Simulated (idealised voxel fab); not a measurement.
The process module presented herein is designated voxel self aligned vias.
The cross-section on display is named cut; it measures 300 nm wide, and its cells are 5 nm squares.
Reading order for cross-sections: top band down to bottom band. Underlying form: a grid of square cells. Band size: one or more rows of cells. Within each band entry, the heights of the top and of the bottom of the band appear first, in that order and in nm; the materials of the band then follow from left to right, each with its corresponding width in nm. The designation "full width" on a single material indicates that it fills the band from edge to edge; the designation "air" indicates empty space. Height reference: 0 = level under which incoming wafer is all one material. Lowest band: no bottom, runs on downward, e.g. "from 0 down". The two numbers in a width such as "30->40" mark its ends across the band: the first belongs to the top row of cells, the second to the bottom row, and from each row to the next the width moves by the same amount. The cross-section has no changed cell in any step marked "nothing different". Basically, "Enclosed cavity list" tells you about the enclosed voids: empty spaces with no open way to the top, 8 cells or bigger, each written width x height at distance, where distance is from the left edge, all in nm. If you see something after the settings on a step's line, that's the simulator's own remark about that step. The setting "overlay nm" may be written on the line of a step. When the step uses a mask, the value reports how far to the right of the planned place the mask lay, and a negative value reports that it lay to the left.

**Steps planned for the process**
| 1 | op RECEIVE | material Si |
| 2 | op CONFORMAL_DEP | material SiO2 | thk nm 10 |
| 3 | op CONFORMAL_DEP | material SiCN | thk nm 5 |
| 4 | op DIRECTIONAL_DEP | material SiO2 | thk nm 30 |
| 5 | op DIRECTIONAL_DEP | material aC | thk nm 15 |
| 6 | op PATTERN | tone open | mask id LINES | material resist | width nm 20 | pitch nm 55 | thk nm 30 | overlay nm 0 |
| 7 | op DIRECTIONAL_ETCH | etch materials aC | depth nm 15 |
| 8 | op STRIP | etch materials resist |
| 9 | op DIRECTIONAL_ETCH | etch materials SiO2 | depth nm 30 |
| 10 | op STRIP | etch materials aC |
| 11 | op CONFORMAL_DEP | material TiN | thk nm 5 |
| 12 | op FILL_DEP | material Ru | thk nm 10 |
| 13 | op CMP | height nm 45 |
| 14 | op SELECTIVE_ETCH | etch materials W Ru TiN | depth nm 5 |
| 15 | op FILL_DEP | material SiN | thk nm 5 |
| 16 | op CMP | height nm 45 |
| 17 | op DIRECTIONAL_DEP | material SiO2 | thk nm 15 |
| 18 | op MASKED_ETCH | tone open | mask id VIAS | width nm 30 | pitch nm 55 | etch materials SiO2 | depth nm 15 | overlay nm 0 |
| 19 | op MASKED_ETCH | tone open | mask id VIAS | width nm 30 | pitch nm 55 | etch materials SiN | depth nm 5 | overlay nm 0 |
| 20 | op CONFORMAL_DEP | material TiN | thk nm 5 |
| 21 | op FILL_DEP | material Cu | thk nm 5 |
| 22 | op CMP | height nm 60 |
| 23 | op CONFORMAL_DEP | material SiCN | thk nm 5 |

**First wafer, two in total, run as planned**

**Wafer as received: cross-section following step 1**
    from 0 down = Si full width
    Enclosed cavity list: none

**Cross-section through the wafer, step 2 finished**
    from 10 to 0 = SiO2 full width
    No changes below 0.

**Cross-section through the wafer, step 3 finished**
    from 15 to 10 = SiCN full width
    No changes below 10.

**Cross-section through the wafer, step 4 finished**
    from 45 to 15 = SiO2 full width
    No changes below 15.

**Cross-section through the wafer, step 5 finished**
    from 60 to 45 = aC full width
    No changes below 45.

**Cross-section through the wafer, step 6 finished**
    from 90 to 60 = resist: 85; air: 20; resist: 35; air: 20; resist: 35; air: 20; resist: 85
    No changes below 60.

**Cross-section through the wafer, step 7 finished**
    from 75 to 60 = resist: 85; air: 20; resist: 35; air: 20; resist: 35; air: 20; resist: 85
    from 60 to 45 = aC: 85; air: 20; aC: 35; air: 20; aC: 35; air: 20; aC: 85
    No changes below 45.

**Cross-section through the wafer, step 8 finished**
    from 60 to 45 = aC: 85; air: 20; aC: 35; air: 20; aC: 35; air: 20; aC: 85
    No changes below 45.

**Cross-section through the wafer, step 9 finished**
    from 60 to 45 = aC: 85; air: 20; aC: 35; air: 20; aC: 35; air: 20; aC: 85
    from 45 to 15 = SiO2: 85; air: 20; SiO2: 35; air: 20; SiO2: 35; air: 20; SiO2: 85
    No changes below 15.

**Cross-section through the wafer, step 10 finished**
    from 45 to 15 = SiO2: 85; air: 20; SiO2: 35; air: 20; SiO2: 35; air: 20; SiO2: 85
    No changes below 15.

**Cross-section through the wafer, step 11 finished**
    from 50 to 45 = TiN: 90; air: 10; TiN: 45; air: 10; TiN: 45; air: 10; TiN: 90
    from 45 to 20 = SiO2: 85; TiN: 5; air: 10; TiN: 5; SiO2: 35; TiN: 5; air: 10; TiN: 5; SiO2: 35; TiN: 5; air: 10; TiN: 5; SiO2: 85
    from 20 to 15 = SiO2: 85; TiN: 20; SiO2: 35; TiN: 20; SiO2: 35; TiN: 20; SiO2: 85
    No changes below 15.

**Cross-section through the wafer, step 12 finished**
    from 60 to 50 = Ru full width
    from 50 to 45 = TiN: 90; Ru: 10; TiN: 45; Ru: 10; TiN: 45; Ru: 10; TiN: 90
    from 45 to 20 = SiO2: 85; TiN: 5; Ru: 10; TiN: 5; SiO2: 35; TiN: 5; Ru: 10; TiN: 5; SiO2: 35; TiN: 5; Ru: 10; TiN: 5; SiO2: 85
    No changes below 20.

**Cross-section through the wafer, step 13 finished**
    from 45 to 20 = SiO2: 85; TiN: 5; Ru: 10; TiN: 5; SiO2: 35; TiN: 5; Ru: 10; TiN: 5; SiO2: 35; TiN: 5; Ru: 10; TiN: 5; SiO2: 85
    No changes below 20.

**Cross-section through the wafer, step 14 finished**
    from 45 to 40 = SiO2: 85; air: 20; SiO2: 35; air: 20; SiO2: 35; air: 20; SiO2: 85
    No changes below 40.

**Cross-section through the wafer, step 15 finished**
    from 50 to 45 = SiN full width
    from 45 to 40 = SiO2: 85; SiN: 20; SiO2: 35; SiN: 20; SiO2: 35; SiN: 20; SiO2: 85
    No changes below 40.

**Cross-section through the wafer, step 16 finished**
    from 45 to 40 = SiO2: 85; SiN: 20; SiO2: 35; SiN: 20; SiO2: 35; SiN: 20; SiO2: 85
    No changes below 40.

**Cross-section through the wafer, step 17 finished**
    from 60 to 45 = SiO2 full width
    No changes below 45.

**Cross-section through the wafer, step 18 finished**
    from 60 to 45 = SiO2: 80; air: 30; SiO2: 25; air: 30; SiO2: 25; air: 30; SiO2: 80
    No changes below 45.

**Cross-section through the wafer, step 19 finished**
    from 60 to 45 = SiO2: 80; air: 30; SiO2: 25; air: 30; SiO2: 25; air: 30; SiO2: 80
    from 45 to 40 = SiO2: 85; air: 20; SiO2: 35; air: 20; SiO2: 35; air: 20; SiO2: 85
    No changes below 40.

**Cross-section through the wafer, step 20 finished**
    from 65 to 60 = TiN: 85; air: 20; TiN: 35; air: 20; TiN: 35; air: 20; TiN: 85
    from 60 to 50 = SiO2: 80; TiN: 5; air: 20; TiN: 5; SiO2: 25; TiN: 5; air: 20; TiN: 5; SiO2: 25; TiN: 5; air: 20; TiN: 5; SiO2: 80
    from 50 to 45 = SiO2: 80; TiN: 10; air: 10; TiN: 10; SiO2: 25; TiN: 10; air: 10; TiN: 10; SiO2: 25; TiN: 10; air: 10; TiN: 10; SiO2: 80
    from 45 to 40 = SiO2: 85; TiN: 20; SiO2: 35; TiN: 20; SiO2: 35; TiN: 20; SiO2: 85
    No changes below 40.

**Cross-section through the wafer, step 21 finished**
    from 70 to 65 = Cu full width
    from 65 to 60 = TiN: 85; Cu: 20; TiN: 35; Cu: 20; TiN: 35; Cu: 20; TiN: 85
    from 60 to 50 = SiO2: 80; TiN: 5; Cu: 20; TiN: 5; SiO2: 25; TiN: 5; Cu: 20; TiN: 5; SiO2: 25; TiN: 5; Cu: 20; TiN: 5; SiO2: 80
    from 50 to 45 = SiO2: 80; TiN: 10; Cu: 10; TiN: 10; SiO2: 25; TiN: 10; Cu: 10; TiN: 10; SiO2: 25; TiN: 10; Cu: 10; TiN: 10; SiO2: 80
    No changes below 45.

**Cross-section through the wafer, step 22 finished**
    from 60 to 50 = SiO2: 80; TiN: 5; Cu: 20; TiN: 5; SiO2: 25; TiN: 5; Cu: 20; TiN: 5; SiO2: 25; TiN: 5; Cu: 20; TiN: 5; SiO2: 80
    No changes below 50.

**Cross-section through the wafer, step 23 finished**
    from 65 to 60 = SiCN full width
    No changes below 60.

**Second wafer: same start and same plan as the first, one execution error; identical to the first through step 22**

**Cross-sectional representation of the second wafer at the time designated in the plan for the completion of step 23**
    from 65 to 60 = TiN full width
    No changes below 60.
Deviation from plan: step 23 ran with different settings than intended, the actual operation and settings being op CONFORMAL_DEP | material TiN | thk nm 5
Final wafer comparison in cells, second versus first, more or fewer per material: SiCN -60 | TiN +60
